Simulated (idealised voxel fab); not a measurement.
A process module follows: voxel ribs on slabs.
We display cut, a cross-section 155 nm in width whose square cells are each 5 nm.
Cross-sections here: square-cell grids, written as top-down lists of bands, a band being one or more rows of cells.
In this notation a band is specified by the heights of its top and bottom, in that order and in nm, after which its materials appear from left to right, each paired with its width in nm. The word "edge to edge" attached to a single material means that material fills the band from edge to edge; the word "air" stands for empty space.
Heads up on the height convention: 0 is the point under which the incoming wafer is all one material, and the lowest band has no bottom, it just keeps going down, like "from 0 down".
Top row gets the first number, bottom row gets the second, and each row in between changes by the same step: that is how a band width like "30->40" works.
When a step is marked "remains unaltered", none of the cells in the cross-section changed during that step.
The entry titled "Unvented internal voids" provides the empty spaces that have no open way to the top, restricted to those of 8 cells or more. Each is presented as width x height at distance, the distance being measured from the left edge, with all three in nm.
Read whatever lies past the settings on a step's line as the simulator's own remark about the step.
overlay nm: mask offset rightward from planned place, masked step; negative means leftward offset.
Pairs, read this way: before one process step on the one hand, after it on the other, the after cross-section ending at the lowest band that changed; the step between, settings included, beneath. Same starting wafer throughout, but possibly different runs of this module, so no pair continues from the pair above unless its entry headed "Pre-step snapshot" says so.

[Pre-step snapshot]
  from 0 down | Si edge to edge
  Unvented internal voids: none

[State After Step]
  from 20 to 0 | SiO2 edge to edge
  below 0: unchanged
  Unvented internal voids: none
The two cross-sections above bracket this step: DIRECTIONAL_DEP | material SiO2 | thk nm 20

Pre-step snapshot: carried over from the after image of the pair right above.

[State After Step]
  from 40 to 20 | polySi edge to edge
  below 20: unchanged
  Unvented internal voids: none
The two cross-sections above bracket this step: DIRECTIONAL_DEP | material polySi | thk nm 20

Pre-step snapshot: carried over from the after image of the pair right above.

[State After Step]
  from 60 to 40 | 65 air, 20 resist, 70 air
  below 40: unchanged
  Unvented internal voids: none
The two cross-sections above bracket this step: PATTERN | tone cover | mask id RIB | material resist | width nm 20 | thk nm 20 | overlay nm 0

Pre-step snapshot: carried over from the after image of the pair right above.

[State After Step]
  from 60 to 40 | 65 air, 20 resist, 70 air
  from 40 to 25 | 65 air, 20 polySi, 70 air
  below 25: unchanged
  Unvented internal voids: none
The two cross-sections above bracket this step: DIRECTIONAL_ETCH | etch materials polySi | depth nm 15

Pre-step snapshot: carried over from the after image of the pair right above.

[State After Step]
  from 40 to 25 | 65 air, 20 polySi, 70 air
  below 25: unchanged
  Unvented internal voids: none
The two cross-sections above bracket this step: STRIP | etch materials resist

Pre-step snapshot: carried over from the after image of the pair right above.

[State After Step]
  from 60 to 40 | 45 air, 60 resist, 50 air
  from 40 to 25 | 45 air, 20 resist, 20 polySi, 20 resist, 50 air
  below 25: unchanged
  Unvented internal voids: none
The two cross-sections above bracket this step: PATTERN | tone cover | mask id SLAB | material resist | width nm 60 | thk nm 20 | overlay nm 0

Pre-step snapshot: carried over from the after image of the pair right above.

[State After Step]
  from 60 to 40 | 45 air, 60 resist, 50 air
  from 40 to 25 | 45 air, 20 resist, 20 polySi, 20 resist, 50 air
  from 25 to 20 | 45 air, 60 polySi, 50 air
  below 20: unchanged
  Unvented internal voids: none
The two cross-sections above bracket this step: DIRECTIONAL_ETCH | etch materials polySi | depth nm 5

Pre-step snapshot: carried over from the after image of the pair right above.

[State After Step]
  from 40 to 25 | 65 air, 20 polySi, 70 air
  below 25: unchanged
  Unvented internal voids: none
The two cross-sections above bracket this step: STRIP | etch materials resist

Pre-step snapshot: carried over from the after image of the pair right above.

[State After Step]
  from 65 to 40 | SiO2 edge to edge
  from 40 to 25 | 65 SiO2, 20 polySi, 70 SiO2
  from 25 to 20 | 45 SiO2, 60 polySi, 50 SiO2
  below 20: unchanged
  Unvented internal voids: none
The two cross-sections above bracket this step: FILL_DEP | material SiO2 | thk nm 25

Pre-step snapshot: carried over from the after image of the pair right above.

[State After Step]
  from 60 to 40 | SiO2 edge to edge
  below 40: unchanged
  Unvented internal voids: none
The two cross-sections above bracket this step: CMP | height nm 60

Pre-step snapshot: carried over from the after image of the pair right above.

[State After Step]
  from 65 to 60 | W edge to edge
  below 60: unchanged
  Unvented internal voids: none
The two cross-sections above bracket this step: DIRECTIONAL_DEP | material W | thk nm 5

Pre-step snapshot: carried over from the after image of the pair right above.

[State After Step]
  from 80 to 65 | 60 air, 30 resist, 65 air
  below 65: unchanged
  Unvented internal voids: none
The two cross-sections above bracket this step: PATTERN | tone cover | mask id HEATER | material resist | width nm 30 | thk nm 15 | overlay nm 0

Pre-step snapshot: carried over from the after image of the pair right above.

[State After Step]
  from 80 to 65 | 60 air, 30 resist, 65 air
  from 65 to 60 | 60 air, 30 W, 65 air
  below 60: unchanged
  Unvented internal voids: none
The two cross-sections above bracket this step: DIRECTIONAL_ETCH | etch materials W | depth nm 5

Pre-step snapshot: carried over from the after image of the pair right above.

[State After Step]
  from 65 to 60 | 60 air, 30 W, 65 air
  below 60: unchanged
  Unvented internal voids: none
The two cross-sections above bracket this step: STRIP | etch materials resist

Pre-step snapshot: carried over from the after image of the pair right above.

[State After Step]
  from 70 to 65 | 55 air, 40 SiO2, 60 air
  from 65 to 60 | 60 SiO2, 30 W, 65 SiO2
  below 60: unchanged
  Unvented internal voids: none
The two cross-sections above bracket this step: CONFORMAL_DEP | material SiO2 | thk nm 5

[Pre-step snapshot]
  from 20 to 0 | SiO2 edge to edge
  from 0 down | Si edge to edge
  Unvented internal voids: none

[State After Step]
  from 40 to 0 | SiO2 edge to edge
  below 0: unchanged
  Unvented internal voids: none
The two cross-sections above bracket this step: DIRECTIONAL_DEP | material SiO2 | thk nm 20

Pre-step snapshot: carried over from the after image of the pair right above.

[State After Step]
  from 60 to 40 | polySi edge to edge
  below 40: unchanged
  Unvented internal voids: none
The two cross-sections above bracket this step: DIRECTIONAL_DEP | material polySi | thk nm 20

Pre-step snapshot: carried over from the after image of the pair right above.

[State After Step]
  from 80 to 60 | 65 air, 20 resist, 70 air
  below 60: unchanged
  Unvented internal voids: none
The two cross-sections above bracket this step: PATTERN | tone cover | mask id RIB | material resist | width nm 20 | thk nm 20 | overlay nm 0

Pre-step snapshot: carried over from the after image of the pair right above.

[State After Step]
  from 80 to 60 | 65 air, 20 resist, 70 air
  from 60 to 45 | 65 air, 20 polySi, 70 air
  below 45: unchanged
  Unvented internal voids: none
The two cross-sections above bracket this step: DIRECTIONAL_ETCH | etch materials polySi | depth nm 15

Pre-step snapshot: carried over from the after image of the pair right above.

[State After Step]
  from 60 to 45 | 65 air, 20 polySi, 70 air
  below 45: unchanged
  Unvented internal voids: none
The two cross-sections above bracket this step: STRIP | etch materials resist

Pre-step snapshot: carried over from the after image of the pair right above.

[State After Step]
  from 80 to 60 | 45 air, 60 resist, 50 air
  from 60 to 45 | 45 air, 20 resist, 20 polySi, 20 resist, 50 air
  below 45: unchanged
  Unvented internal voids: none
The two cross-sections above bracket this step: PATTERN | tone cover | mask id SLAB | material resist | width nm 60 | thk nm 20 | overlay nm 0

Pre-step snapshot: carried over from the after image of the pair right above.

[State After Step]
  from 80 to 60 | 45 air, 60 resist, 50 air
  from 60 to 45 | 45 air, 20 resist, 20 polySi, 20 resist, 50 air
  from 45 to 40 | 45 air, 60 polySi, 50 air
  below 40: unchanged
  Unvented internal voids: none
The two cross-sections above bracket this step: DIRECTIONAL_ETCH | etch materials polySi | depth nm 5

Pre-step snapshot: carried over from the after image of the pair right above.

[State After Step]
  from 60 to 45 | 65 air, 20 polySi, 70 air
  below 45: unchanged
  Unvented internal voids: none
The two cross-sections above bracket this step: STRIP | etch materials resist

Pre-step snapshot: carried over from the after image of the pair right above.

[State After Step]
  from 85 to 60 | SiO2 edge to edge
  from 60 to 45 | 65 SiO2, 20 polySi, 70 SiO2
  from 45 to 40 | 45 SiO2, 60 polySi, 50 SiO2
  below 40: unchanged
  Unvented internal voids: none
The two cross-sections above bracket this step: FILL_DEP | material SiO2 | thk nm 25

Pre-step snapshot: carried over from the after image of the pair right above.

[State After Step]
  from 60 to 45 | 65 SiO2, 20 polySi, 70 SiO2
  below 45: unchanged
  Unvented internal voids: none
The two cross-sections above bracket this step: CMP | height nm 60

Pre-step snapshot: carried over from the after image of the pair right above.

[State After Step]
  from 65 to 60 | W edge to edge
  below 60: unchanged
  Unvented internal voids: none
The two cross-sections above bracket this step: DIRECTIONAL_DEP | material W | thk nm 5

Pre-step snapshot: carried over from the after image of the pair right above.

[State After Step]
  from 80 to 65 | 60 air, 30 resist, 65 air
  below 65: unchanged
  Unvented internal voids: none
The two cross-sections above bracket this step: PATTERN | tone cover | mask id HEATER | material resist | width nm 30 | thk nm 15 | overlay nm 0

Pre-step snapshot: carried over from the after image of the pair right above.

[State After Step]
  from 80 to 65 | 60 air, 30 resist, 65 air
  from 65 to 60 | 60 air, 30 W, 65 air
  below 60: unchanged
  Unvented internal voids: none
The two cross-sections above bracket this step: DIRECTIONAL_ETCH | etch materials W | depth nm 5

Pre-step snapshot: carried over from the after image of the pair right above.

[State After Step]
  from 65 to 60 | 60 air, 30 W, 65 air
  below 60: unchanged
  Unvented internal voids: none
The two cross-sections above bracket this step: STRIP | etch materials resist

Pre-step snapshot: carried over from the after image of the pair right above.

[State After Step]
  from 70 to 65 | 55 air, 40 SiO2, 60 air
  from 65 to 60 | 60 SiO2, 30 W, 65 SiO2
  below 60: unchanged
  Unvented internal voids: none
The two cross-sections above bracket this step: CONFORMAL_DEP | material SiO2 | thk nm 5

[Pre-step snapshot]
  from 0 down | Si edge to edge
  Unvented internal voids: none

[State After Step]
  from 20 to 0 | polySi edge to edge
  below 0: unchanged
  Unvented internal voids: none
The two cross-sections above bracket this step: DIRECTIONAL_DEP | material polySi | thk nm 20

Pre-step snapshot: carried over from the after image of the pair right above.

[State After Step]
  from 40 to 20 | SiO2 edge to edge
  below 20: unchanged
  Unvented internal voids: none
The two cross-sections above bracket this step: DIRECTIONAL_DEP | material SiO2 | thk nm 20

Pre-step snapshot: carried over from the after image of the pair right above.

[State After Step]
  from 60 to 40 | 65 air, 20 resist, 70 air
  below 40: unchanged
  Unvented internal voids: none
The two cross-sections above bracket this step: PATTERN | tone cover | mask id RIB | material resist | width nm 20 | thk nm 20 | overlay nm 0

Pre-step snapshot: carried over from the after image of the pair right above.

[State After Step]
  from 40 to 20 | SiO2 edge to edge
  below 20: unchanged
  Unvented internal voids: none
The two cross-sections above bracket this step: STRIP | etch materials resist

Pre-step snapshot: carried over from the after image of the pair right above.

[State After Step]
  from 60 to 40 | 45 air, 60 resist, 50 air
  below 40: unchanged
  Unvented internal voids: none
The two cross-sections above bracket this step: PATTERN | tone cover | mask id SLAB | material resist | width nm 60 | thk nm 20 | overlay nm 0

Pre-step snapshot: carried over from the after image of the pair right above.

[State After Step]
  from 40 to 20 | SiO2 edge to edge
  below 20: unchanged
  Unvented internal voids: none
The two cross-sections above bracket this step: STRIP | etch materials resist

Pre-step snapshot: carried over from the after image of the pair right above.

[State After Step]
  from 65 to 20 | SiO2 edge to edge
  below 20: unchanged
  Unvented internal voids: none
The two cross-sections above bracket this step: FILL_DEP | material SiO2 | thk nm 25

Pre-step snapshot: carried over from the after image of the pair right above.

[State After Step]
  from 60 to 20 | SiO2 edge to edge
  below 20: unchanged
  Unvented internal voids: none
The two cross-sections above bracket this step: CMP | height nm 60

Pre-step snapshot: carried over from the after image of the pair right above.

[State After Step]
  from 65 to 60 | W edge to edge
  below 60: unchanged
  Unvented internal voids: none
The two cross-sections above bracket this step: DIRECTIONAL_DEP | material W | thk nm 5

Pre-step snapshot: carried over from the after image of the pair right above.

[State After Step]
  from 80 to 65 | 60 air, 30 resist, 65 air
  below 65: unchanged
  Unvented internal voids: none
The two cross-sections above bracket this step: PATTERN | tone cover | mask id HEATER | material resist | width nm 30 | thk nm 15 | overlay nm 0

Pre-step snapshot: carried over from the after image of the pair right above.

[State After Step]
  from 80 to 65 | 60 air, 30 resist, 65 air
  from 65 to 60 | 60 air, 30 W, 65 air
  below 60: unchanged
  Unvented internal voids: none
The two cross-sections above bracket this step: DIRECTIONAL_ETCH | etch materials W | depth nm 5

Pre-step snapshot: carried over from the after image of the pair right above.

[State After Step]
  from 65 to 60 | 60 air, 30 W, 65 air
  below 60: unchanged
  Unvented internal voids: none
The two cross-sections above bracket this step: STRIP | etch materials resist

Pre-step snapshot: carried over from the after image of the pair right above.

[State After Step]
  from 70 to 65 | 55 air, 40 SiO2, 60 air
  from 65 to 60 | 60 SiO2, 30 W, 65 SiO2
  below 60: unchanged
  Unvented internal voids: none
The two cross-sections above bracket this step: CONFORMAL_DEP | material SiO2 | thk nm 5

[Pre-step snapshot]
  from 65 to 40 | SiO2 edge to edge
  from 40 to 25 | 65 SiO2, 20 polySi, 70 SiO2
  from 25 to 20 | 45 SiO2, 60 polySi, 50 SiO2
  from 20 to 0 | SiO2 edge to edge
  from 0 down | Si edge to edge
  Unvented internal voids: none

[State After Step]
  from 50 to 40 | SiO2 edge to edge
  below 40: unchanged
  Unvented internal voids: none
The two cross-sections above bracket this step: CMP | height nm 50

Pre-step snapshot: carried over from the after image of the pair right above.

[State After Step]
  from 55 to 50 | W edge to edge
  below 50: unchanged
  Unvented internal voids: none
The two cross-sections above bracket this step: DIRECTIONAL_DEP | material W | thk nm 5

Pre-step snapshot: carried over from the after image of the pair right above.

[State After Step]
  from 70 to 55 | 60 air, 30 resist, 65 air
  below 55: unchanged
  Unvented internal voids: none
The two cross-sections above bracket this step: PATTERN | tone cover | mask id HEATER | material resist | width nm 30 | thk nm 15 | overlay nm 0

Pre-step snapshot: carried over from the after image of the pair right above.

[State After Step]
  from 70 to 55 | 60 air, 30 resist, 65 air
  from 55 to 50 | 60 air, 30 W, 65 air
  below 50: unchanged
  Unvented internal voids: none
The two cross-sections above bracket this step: DIRECTIONAL_ETCH | etch materials W | depth nm 5

Pre-step snapshot: carried over from the after image of the pair right above.

[State After Step]
  from 55 to 50 | 60 air, 30 W, 65 air
  below 50: unchanged
  Unvented internal voids: none
The two cross-sections above bracket this step: STRIP | etch materials resist

Pre-step snapshot: carried over from the after image of the pair right above.

[State After Step]
  from 60 to 55 | 55 air, 40 SiO2, 60 air
  from 55 to 50 | 60 SiO2, 30 W, 65 SiO2
  below 50: unchanged
  Unvented internal voids: none
The two cross-sections above bracket this step: CONFORMAL_DEP | material SiO2 | thk nm 5

[Pre-step snapshot]
  from 40 to 20 | polySi edge to edge
  from 20 to 0 | SiO2 edge to edge
  from 0 down | Si edge to edge
  Unvented internal voids: none

[State After Step]
  from 60 to 40 | 60 air, 30 resist, 65 air
  below 40: unchanged
  Unvented internal voids: none
The two cross-sections above bracket this step: PATTERN | tone cover | mask id RIB | material resist | width nm 30 | thk nm 20 | overlay nm 0

Pre-step snapshot: carried over from the after image of the pair right above.

[State After Step]
  from 60 to 40 | 60 air, 30 resist, 65 air
  from 40 to 25 | 60 air, 30 polySi, 65 air
  below 25: unchanged
  Unvented internal voids: none
The two cross-sections above bracket this step: DIRECTIONAL_ETCH | etch materials polySi | depth nm 15

Pre-step snapshot: carried over from the after image of the pair right above.

[State After Step]
  from 40 to 25 | 60 air, 30 polySi, 65 air
  below 25: unchanged
  Unvented internal voids: none
The two cross-sections above bracket this step: STRIP | etch materials resist

Pre-step snapshot: carried over from the after image of the pair right above.

[State After Step]
  from 60 to 40 | 45 air, 60 resist, 50 air
  from 40 to 25 | 45 air, 15 resist, 30 polySi, 15 resist, 50 air
  below 25: unchanged
  Unvented internal voids: none
The two cross-sections above bracket this step: PATTERN | tone cover | mask id SLAB | material resist | width nm 60 | thk nm 20 | overlay nm 0

Pre-step snapshot: carried over from the after image of the pair right above.

[State After Step]
  from 60 to 40 | 45 air, 60 resist, 50 air
  from 40 to 25 | 45 air, 15 resist, 30 polySi, 15 resist, 50 air
  from 25 to 20 | 45 air, 60 polySi, 50 air
  below 20: unchanged
  Unvented internal voids: none
The two cross-sections above bracket this step: DIRECTIONAL_ETCH | etch materials polySi | depth nm 5

Pre-step snapshot: carried over from the after image of the pair right above.

[State After Step]
  from 40 to 25 | 60 air, 30 polySi, 65 air
  below 25: unchanged
  Unvented internal voids: none
The two cross-sections above bracket this step: STRIP | etch materials resist

Pre-step snapshot: carried over from the after image of the pair right above.

[State After Step]
  from 65 to 40 | SiO2 edge to edge
  from 40 to 25 | 60 SiO2, 30 polySi, 65 SiO2
  from 25 to 20 | 45 SiO2, 60 polySi, 50 SiO2
  below 20: unchanged
  Unvented internal voids: none
The two cross-sections above bracket this step: FILL_DEP | material SiO2 | thk nm 25

Pre-step snapshot: carried over from the after image of the pair right above.

[State After Step]
  from 60 to 40 | SiO2 edge to edge
  below 40: unchanged
  Unvented internal voids: none
The two cross-sections above bracket this step: CMP | height nm 60

Pre-step snapshot: carried over from the after image of the pair right above.

[State After Step]
  from 65 to 60 | W edge to edge
  below 60: unchanged
  Unvented internal voids: none
The two cross-sections above bracket this step: DIRECTIONAL_DEP | material W | thk nm 5

Pre-step snapshot: carried over from the after image of the pair right above.

[State After Step]
  from 80 to 65 | 60 air, 30 resist, 65 air
  below 65: unchanged
  Unvented internal voids: none
The two cross-sections above bracket this step: PATTERN | tone cover | mask id HEATER | material resist | width nm 30 | thk nm 15 | overlay nm 0

Pre-step snapshot: carried over from the after image of the pair right above.

[State After Step]
  from 80 to 65 | 60 air, 30 resist, 65 air
  from 65 to 60 | 60 air, 30 W, 65 air
  below 60: unchanged
  Unvented internal voids: none
The two cross-sections above bracket this step: DIRECTIONAL_ETCH | etch materials W | depth nm 5

Pre-step snapshot: carried over from the after image of the pair right above.

[State After Step]
  from 65 to 60 | 60 air, 30 W, 65 air
  below 60: unchanged
  Unvented internal voids: none
The two cross-sections above bracket this step: STRIP | etch materials resist

Pre-step snapshot: carried over from the after image of the pair right above.

[State After Step]
  from 70 to 65 | 55 air, 40 SiO2, 60 air
  from 65 to 60 | 60 SiO2, 30 W, 65 SiO2
  below 60: unchanged
  Unvented internal voids: none
The two cross-sections above bracket this step: CONFORMAL_DEP | material SiO2 | thk nm 5

[Pre-step snapshot]
  from 40 to 20 | polySi edge to edge
  from 20 to 0 | SiO2 edge to edge
  from 0 down | Si edge to edge
  Unvented internal voids: none

[State After Step]
  from 60 to 40 | 55 air, 20 resist, 80 air
  below 40: unchanged
  Unvented internal voids: none
The two cross-sections above bracket this step: PATTERN | tone cover | mask id RIB | material resist | width nm 20 | thk nm 20 | overlay nm -10

Pre-step snapshot: carried over from the after image of the pair right above.

[State After Step]
  from 60 to 40 | 55 air, 20 resist, 80 air
  from 40 to 25 | 55 air, 20 polySi, 80 air
  below 25: unchanged
  Unvented internal voids: none
The two cross-sections above bracket this step: DIRECTIONAL_ETCH | etch materials polySi | depth nm 15

Pre-step snapshot: carried over from the after image of the pair right above.

[State After Step]
  from 40 to 25 | 55 air, 20 polySi, 80 air
  below 25: unchanged
  Unvented internal voids: none
The two cross-sections above bracket this step: STRIP | etch materials resist

Pre-step snapshot: carried over from the after image of the pair right above.

[State After Step]
  from 60 to 40 | 45 air, 60 resist, 50 air
  from 40 to 25 | 45 air, 10 resist, 20 polySi, 30 resist, 50 air
  below 25: unchanged
  Unvented internal voids: none
The two cross-sections above bracket this step: PATTERN | tone cover | mask id SLAB | material resist | width nm 60 | thk nm 20 | overlay nm 0

Pre-step snapshot: carried over from the after image of the pair right above.

[State After Step]
  from 60 to 40 | 45 air, 60 resist, 50 air
  from 40 to 25 | 45 air, 10 resist, 20 polySi, 30 resist, 50 air
  from 25 to 20 | 45 air, 60 polySi, 50 air
  below 20: unchanged
  Unvented internal voids: none
The two cross-sections above bracket this step: DIRECTIONAL_ETCH | etch materials polySi | depth nm 5

Pre-step snapshot: carried over from the after image of the pair right above.

[State After Step]
  from 40 to 25 | 55 air, 20 polySi, 80 air
  below 25: unchanged
  Unvented internal voids: none
The two cross-sections above bracket this step: STRIP | etch materials resist

Pre-step snapshot: carried over from the after image of the pair right above.

[State After Step]
  from 65 to 40 | SiO2 edge to edge
  from 40 to 25 | 55 SiO2, 20 polySi, 80 SiO2
  from 25 to 20 | 45 SiO2, 60 polySi, 50 SiO2
  below 20: unchanged
  Unvented internal voids: none
The two cross-sections above bracket this step: FILL_DEP | material SiO2 | thk nm 25

Pre-step snapshot: carried over from the after image of the pair right above.

[State After Step]
  from 60 to 40 | SiO2 edge to edge
  below 40: unchanged
  Unvented internal voids: none
The two cross-sections above bracket this step: CMP | height nm 60

Pre-step snapshot: carried over from the after image of the pair right above.

[State After Step]
  from 65 to 60 | W edge to edge
  below 60: unchanged
  Unvented internal voids: none
The two cross-sections above bracket this step: DIRECTIONAL_DEP | material W | thk nm 5

Pre-step snapshot: carried over from the after image of the pair right above.

[State After Step]
  from 80 to 65 | 60 air, 30 resist, 65 air
  below 65: unchanged
  Unvented internal voids: none
The two cross-sections above bracket this step: PATTERN | tone cover | mask id HEATER | material resist | width nm 30 | thk nm 15 | overlay nm 0

Pre-step snapshot: carried over from the after image of the pair right above.

[State After Step]
  from 80 to 65 | 60 air, 30 resist, 65 air
  from 65 to 60 | 60 air, 30 W, 65 air
  below 60: unchanged
  Unvented internal voids: none
The two cross-sections above bracket this step: DIRECTIONAL_ETCH | etch materials W | depth nm 5

Pre-step snapshot: carried over from the after image of the pair right above.

[State After Step]
  from 65 to 60 | 60 air, 30 W, 65 air
  below 60: unchanged
  Unvented internal voids: none
The two cross-sections above bracket this step: STRIP | etch materials resist

Pre-step snapshot: carried over from the after image of the pair right above.

[State After Step]
  from 70 to 65 | 55 air, 40 SiO2, 60 air
  from 65 to 60 | 60 SiO2, 30 W, 65 SiO2
  below 60: unchanged
  Unvented internal voids: none
The two cross-sections above bracket this step: CONFORMAL_DEP | material SiO2 | thk nm 5

[Pre-step snapshot]
  from 40 to 25 | 65 air, 20 polySi, 70 air
  from 25 to 20 | 45 air, 60 polySi, 50 air
  from 20 to 0 | SiO2 edge to edge
  from 0 down | Si edge to edge
  Unvented internal voids: none

[State After Step]
  from 65 to 20 | polySi edge to edge
  below 20: unchanged
  Unvented internal voids: none
The two cross-sections above bracket this step: FILL_DEP | material polySi | thk nm 25

Pre-step snapshot: carried over from the after image of the pair right above.

[State After Step]
  from 60 to 20 | polySi edge to edge
  below 20: unchanged
  Unvented internal voids: none
The two cross-sections above bracket this step: CMP | height nm 60

Pre-step snapshot: carried over from the after image of the pair right above.

[State After Step]
  from 65 to 60 | W edge to edge
  below 60: unchanged
  Unvented internal voids: none
The two cross-sections above bracket this step: DIRECTIONAL_DEP | material W | thk nm 5

Pre-step snapshot: carried over from the after image of the pair right above.

[State After Step]
  from 80 to 65 | 60 air, 30 resist, 65 air
  below 65: unchanged
  Unvented internal voids: none
The two cross-sections above bracket this step: PATTERN | tone cover | mask id HEATER | material resist | width nm 30 | thk nm 15 | overlay nm 0

Pre-step snapshot: carried over from the after image of the pair right above.

[State After Step]
  from 80 to 65 | 60 air, 30 resist, 65 air
  from 65 to 60 | 60 air, 30 W, 65 air
  below 60: unchanged
  Unvented internal voids: none
The two cross-sections above bracket this step: DIRECTIONAL_ETCH | etch materials W | depth nm 5

Pre-step snapshot: carried over from the after image of the pair right above.

[State After Step]
  from 65 to 60 | 60 air, 30 W, 65 air
  below 60: unchanged
  Unvented internal voids: none
The two cross-sections above bracket this step: STRIP | etch materials resist

Pre-step snapshot: carried over from the after image of the pair right above.

[State After Step]
  from 70 to 65 | 55 air, 40 SiO2, 60 air
  from 65 to 60 | 60 SiO2, 30 W, 65 SiO2
  below 60: unchanged
  Unvented internal voids: none
The two cross-sections above bracket this step: CONFORMAL_DEP | material SiO2 | thk nm 5

[Pre-step snapshot]
  from 40 to 20 | polySi edge to edge
  from 20 to 0 | SiO2 edge to edge
  from 0 down | Si edge to edge
  Unvented internal voids: none

[State After Step]
  from 60 to 40 | 65 resist, 20 air, 70 resist
  below 40: unchanged
  Unvented internal voids: none
The two cross-sections above bracket this step: PATTERN | tone open | mask id RIB | material resist | width nm 20 | thk nm 20 | overlay nm 0

Pre-step snapshot: carried over from the after image of the pair right above.

[State After Step]
  from 60 to 40 | 65 resist, 20 air, 70 resist
  from 40 to 25 | 65 polySi, 20 air, 70 polySi
  below 25: unchanged
  Unvented internal voids: none
The two cross-sections above bracket this step: DIRECTIONAL_ETCH | etch materials polySi | depth nm 15

Pre-step snapshot: carried over from the after image of the pair right above.

[State After Step]
  from 40 to 25 | 65 polySi, 20 air, 70 polySi
  below 25: unchanged
  Unvented internal voids: none
The two cross-sections above bracket this step: STRIP | etch materials resist

Pre-step snapshot: carried over from the after image of the pair right above.

[State After Step]
  from 60 to 40 | 45 air, 60 resist, 50 air
  from 40 to 25 | 65 polySi, 20 resist, 70 polySi
  below 25: unchanged
  Unvented internal voids: none
The two cross-sections above bracket this step: PATTERN | tone cover | mask id SLAB | material resist | width nm 60 | thk nm 20 | overlay nm 0

Pre-step snapshot: carried over from the after image of the pair right above.

[State After Step]
  from 60 to 40 | 45 air, 60 resist, 50 air
  from 40 to 35 | 45 air, 20 polySi, 20 resist, 20 polySi, 50 air
  below 35: unchanged
  Unvented internal voids: none
The two cross-sections above bracket this step: DIRECTIONAL_ETCH | etch materials polySi | depth nm 5

Pre-step snapshot: carried over from the after image of the pair right above.

[State After Step]
  from 40 to 35 | 45 air, 20 polySi, 20 air, 20 polySi, 50 air
  from 35 to 25 | 65 polySi, 20 air, 70 polySi
  below 25: unchanged
  Unvented internal voids: none
The two cross-sections above bracket this step: STRIP | etch materials resist

Pre-step snapshot: carried over from the after image of the pair right above.

[State After Step]
  from 65 to 40 | SiO2 edge to edge
  from 40 to 35 | 45 SiO2, 20 polySi, 20 SiO2, 20 polySi, 50 SiO2
  from 35 to 25 | 65 polySi, 20 SiO2, 70 polySi
  below 25: unchanged
  Unvented internal voids: none
The two cross-sections above bracket this step: FILL_DEP | material SiO2 | thk nm 25

Pre-step snapshot: carried over from the after image of the pair right above.

[State After Step]
  from 60 to 40 | SiO2 edge to edge
  below 40: unchanged
  Unvented internal voids: none
The two cross-sections above bracket this step: CMP | height nm 60

Pre-step snapshot: carried over from the after image of the pair right above.

[State After Step]
  from 65 to 60 | W edge to edge
  below 60: unchanged
  Unvented internal voids: none
The two cross-sections above bracket this step: DIRECTIONAL_DEP | material W | thk nm 5

Pre-step snapshot: carried over from the after image of the pair right above.

[State After Step]
  from 80 to 65 | 60 air, 30 resist, 65 air
  below 65: unchanged
  Unvented internal voids: none
The two cross-sections above bracket this step: PATTERN | tone cover | mask id HEATER | material resist | width nm 30 | thk nm 15 | overlay nm 0

Pre-step snapshot: carried over from the after image of the pair right above.

[State After Step]
  from 80 to 65 | 60 air, 30 resist, 65 air
  from 65 to 60 | 60 air, 30 W, 65 air
  below 60: unchanged
  Unvented internal voids: none
The two cross-sections above bracket this step: DIRECTIONAL_ETCH | etch materials W | depth nm 5

Pre-step snapshot: carried over from the after image of the pair right above.

[State After Step]
  from 65 to 60 | 60 air, 30 W, 65 air
  below 60: unchanged
  Unvented internal voids: none
The two cross-sections above bracket this step: STRIP | etch materials resist

Pre-step snapshot: carried over from the after image of the pair right above.

[State After Step]
  from 70 to 65 | 55 air, 40 SiO2, 60 air
  from 65 to 60 | 60 SiO2, 30 W, 65 SiO2
  below 60: unchanged
  Unvented internal voids: none
The two cross-sections above bracket this step: CONFORMAL_DEP | material SiO2 | thk nm 5
